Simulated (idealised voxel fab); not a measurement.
You're looking at the process module voxel air gaps.
Cross-section cut spans 250 nm and uses square cells 5 nm in size.
Cross-sections here: square-cell grids, written as top-down lists of bands, a band being one or more rows of cells. Each band's line starts with the height of the band's top and of its bottom, in nm. Then come its materials from left to right, each with its width in nm. One material with "everywhere" fills the band from edge to edge. "empty" is empty space. Ref level 0: as-received wafer is one material below here. Bottom band extends down with no lower bound ("top 0, no bottom"). You'd read "30..40" like this: the band's top row of cells is as wide as the first number, its bottom row is as wide as the second, and going down, every row changes width by the same amount as the row before did. You'll sometimes find "nothing changed" written for a step, and that's the way of saying that nowhere in the cross-section did a cell change during that step. So "Closed void table" is basically the list of trapped voids: any empty space of 8 cells or more that can't reach the top through an opening. They're written width x height at distance, the distance being from the left edge, and it's all nm. On each step's line, the part that comes after the settings is the simulator's own comment on the step. When a step includes a mask, the "overlay nm" setting on its line states how far to the right of its planned place that mask lay, and negative values state how far to the left.

## The process steps that were planned are listed below
- 1: RECEIVE,material Si
- 2: CONFORMAL_DEP,material SiO2,thk nm 15
- 3: CONFORMAL_DEP,material SiN,thk nm 5
- 4: DIRECTIONAL_DEP,material SiO2,thk nm 40
- 5: PATTERN,tone open,mask id LINES,material resist,width nm 25,pitch nm 55,thk nm 15,overlay nm 0
- 6: DIRECTIONAL_ETCH,etch materials SiO2,depth nm 40
- 7: STRIP,etch materials resist
- 8: CONFORMAL_DEP,material TiN,thk nm 5
- 9: FILL_DEP,material W,thk nm 5
- 10: CMP,height nm 60
- 11: EPI,material Ru,thk nm 10
- 12: SELECTIVE_ETCH,etch materials SiO2,depth nm 50
- 13: CONFORMAL_DEP,material SiN,thk nm 5

## This is the cross-section of the wafer as we received it, i.e. after step 1
* top 0, no bottom  Si everywhere
* Closed void table: none

## Post-module cross-section of the first of two wafers (run per plan)
* top 75, bottom 70  empty 40 / SiN 165 / empty 45
* top 70, bottom 60  empty 40 / SiN 5 / Ru 45 / SiN 10 / Ru 45 / SiN 10 / Ru 45 / SiN 5 / empty 45
* top 60, bottom 55  empty 40 / SiN 15 / TiN 5 / W 15 / TiN 5 / SiN 30 / TiN 5 / W 15 / TiN 5 / SiN 30 / TiN 5 / W 15 / TiN 5 / SiN 15 / empty 45
* top 55, bottom 25  empty 50 / SiN 5 / TiN 5 / W 15 / TiN 5 / SiN 5 / empty 20 / SiN 5 / TiN 5 / W 15 / TiN 5 / SiN 5 / empty 20 / SiN 5 / TiN 5 / W 15 / TiN 5 / SiN 5 / empty 55
* top 25, bottom 20  SiN 55 / TiN 25 / SiN 30 / TiN 25 / SiN 30 / TiN 25 / SiN 60
* top 20, bottom 15  SiN everywhere
* top 15, bottom 0  SiO2 everywhere
* top 0, no bottom  Si everywhere
* Closed void table: 20 x 30 at 85; 20 x 30 at 140

## Wafer two, sectioned after the module: the first wafer's start, the first wafer's plan, and one mistake in how it was run
* top 65, bottom 55  SiN everywhere
* top 55, bottom 0  SiO2 everywhere
* top 0, no bottom  Si everywhere
* Closed void table: none
The mistake made against the process plan was this: steps 3 and 4 of the plan were each performed in the slot designated for the other
In the final state, the cell counts of the second wafer exceed or fall short of those of the first for the following materials: Ru: 54 fewer | SiN: 84 fewer | SiO2: 400 more | TiN: 57 fewer | W: 63 fewer
closed voids at the end (first wafer, second wafer): 2, 0
